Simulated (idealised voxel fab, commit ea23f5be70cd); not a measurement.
process module | voxel quadruple lines
cross-section cut | 215 nm wide | cells 5 nm
A cross-section is a grid of square cells, given in bands from the top down. A band is one or more rows of cells.
Each band's line starts with the height of the band's top and of its bottom, in nm. Then come its materials from left to right, each with its width in nm. One material with "throughout" fills the band from edge to edge. "air" is empty space.
Height 0 is the level under which the wafer as received is all one material. The lowest band goes on downwards, as in "0 down".
A width such as "30 to 40" changes by the same amount from each row of cells to the next, from the band's top row to its bottom row.
"no change" after a step means that no cell of the cross-section changed.
closed voids: empty space of 8 cells or more with no open way to the top, each as width x height at its distance from the left edge, in nm
after a step's settings: what the simulator itself notes on the step
overlay nm, on a step with a mask: how far to the right of its planned place the mask lay; to the left if negative
plan
1 op RECEIVE | material Si
2 op CONFORMAL_DEP | material SiO2 | thk nm 5
3 op DIRECTIONAL_DEP | material TiN | thk nm 15
4 op DIRECTIONAL_DEP | material polySi | thk nm 15
5 op DIRECTIONAL_DEP | material aC | thk nm 25
6 op PATTERN | tone cover | mask id MANDREL | material resist | width nm 35 | thk nm 35 | overlay nm 0
7 op DIRECTIONAL_ETCH | etch materials aC | depth nm 25
8 op STRIP | etch materials resist
9 op CONFORMAL_DEP | material SiO2 | thk nm 15
10 op DIRECTIONAL_ETCH | etch materials SiO2 | depth nm 15
11 op STRIP | etch materials aC
12 op DIRECTIONAL_ETCH | etch materials polySi | depth nm 15
13 op STRIP | etch materials SiO2
14 op CONFORMAL_DEP | material SiCN | thk nm 10
15 op DIRECTIONAL_ETCH | etch materials SiCN | depth nm 10
16 op STRIP | etch materials polySi
17 op DIRECTIONAL_ETCH | etch materials TiN | depth nm 15
18 op STRIP | etch materials SiCN
19 op FILL_DEP | material lowk | thk nm 10
20 op CMP | height nm 20
first wafer, as planned
as received, after step 1
  0 down: Si throughout
  closed voids: none
after step 2
  5 to 0: SiO2 throughout
  below 0: unchanged
after step 3
  20 to 5: TiN throughout
  below 5: unchanged
after step 4
  35 to 20: polySi throughout
  below 20: unchanged
after step 5
  60 to 35: aC throughout
  below 35: unchanged
after step 6
  95 to 60: air 90 | resist 35 | air 90
  below 60: unchanged
after step 7
  70 to 60: air 90 | resist 35 | air 90
  60 to 35: air 90 | aC 35 | air 90
  below 35: unchanged
after step 8
  60 to 35: air 90 | aC 35 | air 90
  below 35: unchanged
after step 9
  75 to 60: air 75 | SiO2 65 | air 75
  60 to 50: air 75 | SiO2 15 | aC 35 | SiO2 15 | air 75
  50 to 35: SiO2 90 | aC 35 | SiO2 90
  below 35: unchanged
after step 10
  60 to 35: air 75 | SiO2 15 | aC 35 | SiO2 15 | air 75
  below 35: unchanged
after step 11
  60 to 35: air 75 | SiO2 15 | air 35 | SiO2 15 | air 75
  below 35: unchanged
after step 12
  60 to 35: air 75 | SiO2 15 | air 35 | SiO2 15 | air 75
  35 to 20: air 75 | polySi 15 | air 35 | polySi 15 | air 75
  below 20: unchanged
after step 13
  35 to 20: air 75 | polySi 15 | air 35 | polySi 15 | air 75
  below 20: unchanged
after step 14
  45 to 35: air 65 | SiCN 35 | air 15 | SiCN 35 | air 65
  35 to 30: air 65 | SiCN 10 | polySi 15 | SiCN 10 | air 15 | SiCN 10 | polySi 15 | SiCN 10 | air 65
  30 to 20: SiCN 75 | polySi 15 | SiCN 35 | polySi 15 | SiCN 75
  below 20: unchanged
after step 15
  35 to 20: air 65 | SiCN 10 | polySi 15 | SiCN 10 | air 15 | SiCN 10 | polySi 15 | SiCN 10 | air 65
  below 20: unchanged
after step 16
  35 to 20: air 65 | SiCN 10 | air 15 | SiCN 10 | air 15 | SiCN 10 | air 15 | SiCN 10 | air 65
  below 20: unchanged
after step 17
  35 to 20: air 65 | SiCN 10 | air 15 | SiCN 10 | air 15 | SiCN 10 | air 15 | SiCN 10 | air 65
  20 to 5: air 65 | TiN 10 | air 15 | TiN 10 | air 15 | TiN 10 | air 15 | TiN 10 | air 65
  below 5: unchanged
after step 18
  20 to 5: air 65 | TiN 10 | air 15 | TiN 10 | air 15 | TiN 10 | air 15 | TiN 10 | air 65
  below 5: unchanged
after step 19
  30 to 20: lowk throughout
  20 to 5: lowk 65 | TiN 10 | lowk 15 | TiN 10 | lowk 15 | TiN 10 | lowk 15 | TiN 10 | lowk 65
  below 5: unchanged
after step 20
  20 to 5: lowk 65 | TiN 10 | lowk 15 | TiN 10 | lowk 15 | TiN 10 | lowk 15 | TiN 10 | lowk 65
  below 5: unchanged
second wafer: like start, like plan, one mistake. Through step 5 it matches the first wafer
when step 6 should have ended
  95 to 60: resist 90 | air 35 | resist 90
  below 60: unchanged
when step 7 should have ended
  70 to 60: resist 90 | air 35 | resist 90
  60 to 35: aC 90 | air 35 | aC 90
  below 35: unchanged
when step 8 should have ended
  60 to 35: aC 90 | air 35 | aC 90
  below 35: unchanged
when step 9 should have ended
  75 to 60: SiO2 105 | air 5 | SiO2 105
  60 to 50: aC 90 | SiO2 15 | air 5 | SiO2 15 | aC 90
  50 to 35: aC 90 | SiO2 35 | aC 90
  below 35: unchanged
when step 10 should have ended
  60 to 35: aC 90 | SiO2 15 | air 5 | SiO2 15 | aC 90
  below 35: unchanged
when step 11 should have ended
  60 to 35: air 90 | SiO2 15 | air 5 | SiO2 15 | air 90
  below 35: unchanged
when step 12 should have ended
  60 to 35: air 90 | SiO2 15 | air 5 | SiO2 15 | air 90
  35 to 20: air 90 | polySi 15 | air 5 | polySi 15 | air 90
  below 20: unchanged
when step 13 should have ended
  35 to 20: air 90 | polySi 15 | air 5 | polySi 15 | air 90
  below 20: unchanged
when step 14 should have ended
  45 to 35: air 80 | SiCN 55 | air 80
  35 to 30: air 80 | SiCN 10 | polySi 15 | SiCN 5 | polySi 15 | SiCN 10 | air 80
  30 to 20: SiCN 90 | polySi 15 | SiCN 5 | polySi 15 | SiCN 90
  below 20: unchanged
when step 15 should have ended
  35 to 20: air 80 | SiCN 10 | polySi 15 | SiCN 5 | polySi 15 | SiCN 10 | air 80
  below 20: unchanged
when step 16 should have ended
  35 to 20: air 80 | SiCN 10 | air 15 | SiCN 5 | air 15 | SiCN 10 | air 80
  below 20: unchanged
when step 17 should have ended
  35 to 20: air 80 | SiCN 10 | air 15 | SiCN 5 | air 15 | SiCN 10 | air 80
  20 to 5: air 80 | TiN 10 | air 15 | TiN 5 | air 15 | TiN 10 | air 80
  below 5: unchanged
when step 18 should have ended
  20 to 5: air 80 | TiN 10 | air 15 | TiN 5 | air 15 | TiN 10 | air 80
  below 5: unchanged
when step 19 should have ended
  30 to 20: lowk throughout
  20 to 5: lowk 80 | TiN 10 | lowk 15 | TiN 5 | lowk 15 | TiN 10 | lowk 80
  below 5: unchanged
when step 20 should have ended
  20 to 5: lowk 80 | TiN 10 | lowk 15 | TiN 5 | lowk 15 | TiN 10 | lowk 80
  below 5: unchanged
what went wrong: step 6 ran as: op PATTERN | tone open | mask id MANDREL | material resist | width nm 35 | thk nm 35 | overlay nm 0
at the end the second wafer has, in cells: 9 fewer of TiN | 9 more of lowk
